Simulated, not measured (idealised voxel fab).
process module | voxel transistor to metal
cross-section cut | 190 nm wide | cells 5 nm
A cross-section is a grid of square cells, given in bands from the top down. A band is one or more rows of cells.
Each band's line starts with the height of the band's top and of its bottom, in nm. Then come its materials from left to right, each with its width in nm. One material with "throughout" fills the band from edge to edge. "air" is empty space.
Height 0 is the level under which the wafer as received is all one material. The lowest band goes on downwards, as in "0 down".
A width such as "30 to 40" changes by the same amount from each row of cells to the next, from the band's top row to its bottom row.
"no change" after a step means that no cell of the cross-section changed.
closed voids: empty space of 8 cells or more with no open way to the top, each as width x height at its distance from the left edge, in nm
after a step's settings: what the simulator itself notes on the step
overlay nm, on a step with a mask: how far to the right of its planned place the mask lay; to the left if negative
plan
1 op RECEIVE | material Si
2 op CONFORMAL_DEP | material SiO2 | thk nm 5
3 op CONFORMAL_DEP | material SiN | thk nm 10
4 op DIRECTIONAL_DEP | material aC | thk nm 10
5 op PATTERN | tone cover | mask id ACTIVE | material resist | width nm 115 | thk nm 25 | overlay nm 0
6 op DIRECTIONAL_ETCH | etch materials aC | depth nm 10
7 op STRIP | etch materials resist
8 op DIRECTIONAL_ETCH | etch materials SiN | depth nm 10
9 op DIRECTIONAL_ETCH | etch materials SiO2 | depth nm 5
10 op DIRECTIONAL_ETCH | etch materials Si | depth nm 35
11 op STRIP | etch materials aC
12 op FILL_DEP | material SiO2 | thk nm 5
13 op CMP | height nm 15
14 op SELECTIVE_ETCH | etch materials SiO2 | depth nm 10
15 op STRIP | etch materials SiN
16 op SELECTIVE_ETCH | etch materials SiO2 | depth nm 5
17 op OXIDIZE | depth nm 5
18 op DIRECTIONAL_DEP | material polySi | thk nm 25
19 op DIRECTIONAL_DEP | material SiCN | thk nm 10
20 op MASKED_ETCH | tone cover | mask id GATE | width nm 25 | etch materials SiCN | depth nm 20 | overlay nm 0
21 op MASKED_ETCH | tone cover | mask id GATE | width nm 25 | etch materials polySi | depth nm 35 | overlay nm 0
22 op CONFORMAL_DEP | material SiN | thk nm 10
23 op DIRECTIONAL_ETCH | etch materials SiN | depth nm 10
24 op DIRECTIONAL_ETCH | etch materials SiO2 | depth nm 5
25 op EPI | material nSi | thk nm 5
26 op FILL_DEP | material SiO2 | thk nm 10
27 op CMP | height nm 25
28 op STRIP | etch materials polySi
29 op SELECTIVE_ETCH | etch materials SiO2 | depth nm 5
30 op CONFORMAL_DEP | material HfO2 | thk nm 5
31 op CONFORMAL_DEP | material TiN | thk nm 5
32 op FILL_DEP | material W | thk nm 5
33 op CMP | height nm 20
34 op DIRECTIONAL_DEP | material SiO2 | thk nm 10
35 op PATTERN | tone open | mask id CONTACT | material resist | width nm 20 | pitch nm 75 | thk nm 20 | overlay nm 0
36 op DIRECTIONAL_ETCH | etch materials SiO2 | depth nm 30
37 op STRIP | etch materials resist
38 op CONFORMAL_DEP | material TiN | thk nm 5
39 op FILL_DEP | material W | thk nm 10
40 op CMP | height nm 30
41 op DIRECTIONAL_DEP | material TiN | thk nm 5
42 op DIRECTIONAL_DEP | material Ru | thk nm 15
43 op PATTERN | tone cover | mask id METAL_1 | material resist | width nm 20 | pitch nm 75 | thk nm 15 | overlay nm 0
44 op DIRECTIONAL_ETCH | etch materials Ru | depth nm 15
45 op DIRECTIONAL_ETCH | etch materials TiN | depth nm 5
46 op STRIP | etch materials resist
47 op CONFORMAL_DEP | material SiN | thk nm 5
48 op FILL_DEP | material lowk | thk nm 5
49 op CMP | height nm 50
50 op CONFORMAL_DEP | material SiN | thk nm 5
as received, after step 1
  0 down: Si throughout
  closed voids: none
first wafer at the end, as planned
  55 to 50: SiN throughout
  50 to 35: lowk 40 | SiN 5 | Ru 20 | SiN 5 | lowk 45 | SiN 5 | Ru 20 | SiN 5 | lowk 45
  35 to 30: SiN 45 | TiN 20 | SiN 55 | TiN 20 | SiN 50
  30 to 20: SiO2 45 | TiN 5 | W 10 | TiN 5 | SiO2 55 | TiN 5 | W 10 | TiN 5 | SiO2 50
  20 to 5: SiO2 45 | TiN 5 | W 10 | TiN 5 | SiO2 5 | SiN 10 | HfO2 5 | TiN 5 | W 5 | TiN 5 | HfO2 5 | SiN 10 | SiO2 5 | TiN 5 | W 10 | TiN 5 | SiO2 50
  5 to 0: SiO2 45 | TiN 20 | SiO2 5 | SiN 10 | HfO2 5 | TiN 15 | HfO2 5 | SiN 10 | SiO2 5 | TiN 20 | SiO2 50
  0 to -5: SiO2 30 | nSi 40 | SiO2 5 | HfO2 35 | SiO2 5 | nSi 40 | SiO2 35
  -5 to -35: SiO2 35 | Si 115 | SiO2 40
  -35 down: Si throughout
  closed voids: none
second wafer at the end: like start, like plan, one mistake
  55 to 50: SiN throughout
  50 to 35: lowk 40 | SiN 5 | Ru 20 | SiN 5 | lowk 45 | SiN 5 | Ru 20 | SiN 5 | lowk 45
  35 to 30: SiN 45 | TiN 20 | SiN 55 | TiN 20 | SiN 50
  30 to 20: SiO2 45 | TiN 5 | W 10 | TiN 5 | SiO2 55 | TiN 5 | W 10 | TiN 5 | SiO2 50
  20 to 5: SiO2 45 | TiN 5 | W 10 | TiN 5 | SiO2 5 | SiN 10 | HfO2 5 | TiN 5 | W 5 | TiN 5 | HfO2 5 | SiN 10 | SiO2 5 | TiN 5 | W 10 | TiN 5 | SiO2 50
  5 to 0: SiO2 45 | TiN 20 | SiO2 5 | SiN 10 | HfO2 5 | TiN 15 | HfO2 5 | SiN 10 | SiO2 5 | TiN 20 | SiO2 50
  0 to -5: SiO2 40 | nSi 30 | SiO2 5 | HfO2 35 | SiO2 5 | nSi 50 | SiO2 25
  -5 to -35: SiO2 45 | Si 115 | SiO2 30
  -35 down: Si throughout
  closed voids: none
what went wrong: step 5 ran as: op PATTERN | tone cover | mask id ACTIVE | material resist | width nm 115 | thk nm 25 | overlay nm 10
at the end the second wafer has, in cells: as many of each material as the first, in other places
